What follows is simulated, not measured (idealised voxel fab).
process module | voxel self aligned vias
cross-section cut | 250 nm wide | cells 5 nm
A cross-section is a grid of square cells, given in bands from the top down. A band is one or more rows of cells.
Each band's line starts with the height of the band's top and of its bottom, in nm. Then come its materials from left to right, each with its width in nm. One material with "throughout" fills the band from edge to edge. "air" is empty space.
Height 0 is the level under which the wafer as received is all one material. The lowest band goes on downwards, as in "0 down".
A width such as "30 to 40" changes by the same amount from each row of cells to the next, from the band's top row to its bottom row.
"no change" after a step means that no cell of the cross-section changed.
closed voids: empty space of 8 cells or more with no open way to the top, each as width x height at its distance from the left edge, in nm
after a step's settings: what the simulator itself notes on the step
overlay nm, on a step with a mask: how far to the right of its planned place the mask lay; to the left if negative
plan
1 op RECEIVE | material Si
2 op CONFORMAL_DEP | material SiO2 | thk nm 15
3 op CONFORMAL_DEP | material SiCN | thk nm 5
4 op DIRECTIONAL_DEP | material lowk | thk nm 25
5 op MASKED_ETCH | tone open | mask id LINES | width nm 15 | pitch nm 60 | etch materials lowk | depth nm 25 | overlay nm 0
6 op CONFORMAL_DEP | material TiN | thk nm 5
7 op FILL_DEP | material W | thk nm 5
8 op CMP | height nm 45
9 op SELECTIVE_ETCH | etch materials W Ru TiN | depth nm 10
10 op FILL_DEP | material SiN | thk nm 5
11 op CMP | height nm 45
12 op DIRECTIONAL_DEP | material lowk | thk nm 20
13 op DIRECTIONAL_DEP | material aC | thk nm 10
14 op PATTERN | tone open | mask id VIAS | material resist | width nm 45 | pitch nm 60 | thk nm 30 | overlay nm 0
15 op DIRECTIONAL_ETCH | etch materials aC | depth nm 10
16 op STRIP | etch materials resist
17 op DIRECTIONAL_ETCH | etch materials lowk | depth nm 20
18 op DIRECTIONAL_ETCH | etch materials SiN | depth nm 10
19 op STRIP | etch materials aC
20 op CONFORMAL_DEP | material TiN | thk nm 5
21 op FILL_DEP | material Cu | thk nm 10
22 op CMP | height nm 65
23 op CONFORMAL_DEP | material SiCN | thk nm 5
varied across the wafers: width nm of step 5. The plan shows the first wafer's value. All wafers start alike
first wafer as received, after step 1
  0 down: Si throughout
  closed voids: none
each wafer at the end: cells of each material gained (+) or lost (-) since it was received, then its closed voids
width nm 15 | +46 Cu | +100 SiCN | +150 SiO2 | +52 TiN | +4 W | +348 lowk | closed voids: none
width nm 20 | +50 Cu | +100 SiCN | +150 SiO2 | +54 TiN | +8 W | +338 lowk | closed voids: none
width nm 25 | +54 Cu | +100 SiCN | +150 SiO2 | +56 TiN | +12 W | +328 lowk | closed voids: none
width nm 30 | +58 Cu | +100 SiCN | +150 SiO2 | +58 TiN | +16 W | +318 lowk | closed voids: none
width nm 35 | +62 Cu | +100 SiCN | +150 SiO2 | +60 TiN | +20 W | +308 lowk | closed voids: none
width nm 40 | +66 Cu | +100 SiCN | +150 SiO2 | +62 TiN | +24 W | +298 lowk | closed voids: none
